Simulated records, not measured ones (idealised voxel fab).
Herein follows the process module entitled voxel gate over fins.
Cross-sectional view cut (width: 170 nm; square cell size: 5 nm).
The cross-sections in this document take the form of a grid made of square cells. They are written out as bands, in order from top to bottom. Each band consists of one or more rows of cells.
A band entry consists of two parts. The first gives the height of the band's top and the height of its bottom, in nm. The rest lists the band's materials from left to right, each with its width in nm. A single material labelled with the word "full width" fills the band from edge to edge, and the word "empty" marks empty space.
Ref level 0: as-received wafer is one material below here. Bottom band extends down with no lower bound ("0 -> down").
The two numbers in a width such as "30 to 40" mark its ends across the band: the first belongs to the top row of cells, the second to the bottom row, and from each row to the next the width moves by the same amount.
The designation "nothing altered", where it is given for a processing step, indicates that no cell of the cross-section was altered in the course of that step.
"Enclosed internal voids" specifies each empty space that is not open to the top and that occupies no fewer than 8 cells, using the form width x height at distance, the distance measured from the left edge and all three quantities in nm.
What comes after the settings on a step's line is commentary from the simulator itself on that step.
overlay nm: right-of-plan distance of the mask on a masked step; negative values mean left-of-plan.
These are the steps we planned for the process
1) RECEIVE with material Si
2) CONFORMAL_DEP with material SiN, thk nm 5
3) MASKED_ETCH with tone cover, mask id FINS, width nm 15, pitch nm 60, etch materials SiN, depth nm 5, overlay nm 0
4) MASKED_ETCH with tone cover, mask id FINS, width nm 15, pitch nm 60, etch materials Si, depth nm 40, overlay nm 0
5) FILL_DEP with material SiO2, thk nm 10
6) CMP with height nm 5
7) DIRECTIONAL_DEP with material aC, thk nm 10
8) PATTERN with tone open, mask id RAIL, material resist, width nm 15, thk nm 25, overlay nm 0
9) DIRECTIONAL_ETCH with etch materials aC, depth nm 10
10) STRIP with etch materials resist
11) DIRECTIONAL_ETCH with etch materials SiO2, depth nm 40
12) STRIP with etch materials aC
13) CONFORMAL_DEP with material TiN, thk nm 5
14) FILL_DEP with material Ru, thk nm 5
15) CMP with height nm 5
16) SELECTIVE_ETCH with etch materials W Ru TiN, depth nm 20
17) FILL_DEP with material SiO2, thk nm 5
18) CMP with height nm 5
19) SELECTIVE_ETCH with etch materials SiO2, depth nm 15
20) STRIP with etch materials SiN
21) CONFORMAL_DEP with material HfO2, thk nm 5
22) CONFORMAL_DEP with material TiN, thk nm 5
23) FILL_DEP with material W, thk nm 15
24) CMP with height nm 20
25) CONFORMAL_DEP with material SiCN, thk nm 10
This is the cross-section of the wafer as we received it, i.e. after step 1
> 0 -> down = Si full width
> Enclosed internal voids: none
Starting structure and process plan are as shown above, but one mistake was made in running the module; the wafer cross-section at the end of the module follows
> 30 -> 20 = SiCN full width
> 20 -> 10 = W full width
> 10 -> 5 = 35 of W  35 of TiN  25 of W  35 of TiN  40 of W
> 5 -> 0 = 35 of W  5 of TiN  25 of HfO2  5 of TiN  25 of W  5 of TiN  25 of HfO2  5 of TiN  40 of W
> 0 -> -5 = 40 of TiN  5 of HfO2  15 of Si  5 of HfO2  35 of TiN  5 of HfO2  15 of Si  5 of HfO2  45 of TiN
> -5 -> -10 = 45 of HfO2  15 of Si  45 of HfO2  15 of Si  50 of HfO2
> -10 -> -15 = 45 of SiO2  15 of Si  45 of SiO2  15 of Si  50 of SiO2
> -15 -> -30 = 40 of Ru  5 of TiN  15 of Si  5 of TiN  5 of Ru  5 of TiN  15 of SiO2  5 of TiN  5 of Ru  5 of TiN  15 of Si  5 of TiN  45 of Ru
> -30 -> -35 = 45 of TiN  15 of Si  15 of TiN  15 of SiO2  15 of TiN  15 of Si  50 of TiN
> -35 -> -40 = 45 of SiO2  15 of Si  45 of SiO2  15 of Si  50 of SiO2
> -40 -> down = Si full width
> Enclosed internal voids: none
What was the processing mistake? off-plan run, step 8, actual operation and settings PATTERN with tone cover, mask id RAIL, material resist, width nm 15, thk nm 25, overlay nm 0
